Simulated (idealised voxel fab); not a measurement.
voxel self aligned contacts: a process module
Xsec cut, 210 nm wide, square cell size 5 nm.
Notation: cross-section as square-cell grid; stated in bands, top first, going down; one or more cell rows per band.
Read a band's entry like this: the first values are the height of its top and the height of its bottom in nm, and what follows is the sequence of materials from left to right, each with its width in nm. Note that "blank" is empty space, and that a single material marked "throughout" reaches across the band from edge to edge.
Basically, 0 is our baseline, since under it the wafer straight out of the box is all one material. The bottom band has no lower end and keeps on going down, so it looks like "0 nm and below".
Read "30 to 40" as a graded width: first number on top, second number at the bottom, same change between each pair of neighbouring rows.
It should be understood that the words "no modifications", when stated for a given step, signify that the cross-section underwent no change in any of its cells during that step.
So "Closed-off voids" is basically the list of trapped voids: any empty space of 8 cells or more that can't reach the top through an opening. They're written width x height at distance, the distance being from the left edge, and it's all nm.
On each step's line, the part that comes after the settings is the simulator's own comment on the step.
Steps that use a mask can have "overlay nm" on their line. It says how far the mask sat to the right of where it was meant to be. Negative means to the left.
[So here's the lineup of process steps we planned]
| 1 | RECEIVE,material Si |
| 2 | OXIDIZE,depth nm 5 |
| 3 | DIRECTIONAL_DEP,material polySi,thk nm 25 |
| 4 | DIRECTIONAL_DEP,material SiN,thk nm 20 |
| 5 | PATTERN,tone cover,mask id GATE,material resist,width nm 30,pitch nm 55,thk nm 15,overlay nm 0 |
| 6 | DIRECTIONAL_ETCH,etch materials SiN,depth nm 20 |
| 7 | DIRECTIONAL_ETCH,etch materials polySi,depth nm 25 |
| 8 | STRIP,etch materials resist |
| 9 | CONFORMAL_DEP,material SiN,thk nm 5 |
| 10 | DIRECTIONAL_ETCH,etch materials SiN,depth nm 5 |
| 11 | FILL_DEP,material SiO2,thk nm 15 |
| 12 | CMP,height nm 55 |
| 13 | PATTERN,tone open,mask id CONTACT,material resist,width nm 35,pitch nm 55,thk nm 15,overlay nm 0 |
| 14 | DIRECTIONAL_ETCH,etch materials SiO2,depth nm 60 |
| 15 | STRIP,etch materials resist |
| 16 | CONFORMAL_DEP,material TiN,thk nm 5 |
| 17 | FILL_DEP,material W,thk nm 10 |
| 18 | CMP,height nm 55 |
| 19 | CONFORMAL_DEP,material SiCN,thk nm 5 |
[Delivered wafer in cross-section: state after step 1]
  0 nm and below: Si throughout
  Closed-off voids: none
[Wafer cross-section at end of module: start and plan as shown above, one execution error]
  60 nm to 55 nm: SiCN throughout
  55 nm to 45 nm: SiO2: 65; TiN: 5 to 10; W: 15 to 5; TiN: 5 to 10; SiO2: 30; TiN: 5 to 10; W: 15 to 5; TiN: 5 to 10; SiO2: 65
  45 nm to 25 nm: SiO2: 30; SiN: 40; TiN: 5; W: 5; TiN: 5; SiN: 40; TiN: 5; W: 5; TiN: 5; SiN: 40; SiO2: 30
  25 nm to 0 nm: SiO2: 30; SiN: 5; polySi: 30; SiN: 5; TiN: 5; W: 5; TiN: 5; SiN: 5; polySi: 30; SiN: 5; TiN: 5; W: 5; TiN: 5; SiN: 5; polySi: 30; SiN: 5; SiO2: 30
  0 nm to -5 nm: SiO2: 70; TiN: 15; SiO2: 40; TiN: 15; SiO2: 70
  -5 nm and below: Si throughout
  Closed-off voids: none
Run error: step 13 ran differently from the plan; actual operation with settings: PATTERN,tone open,mask id CONTACT,material resist,width nm 25,pitch nm 55,thk nm 15,overlay nm 0
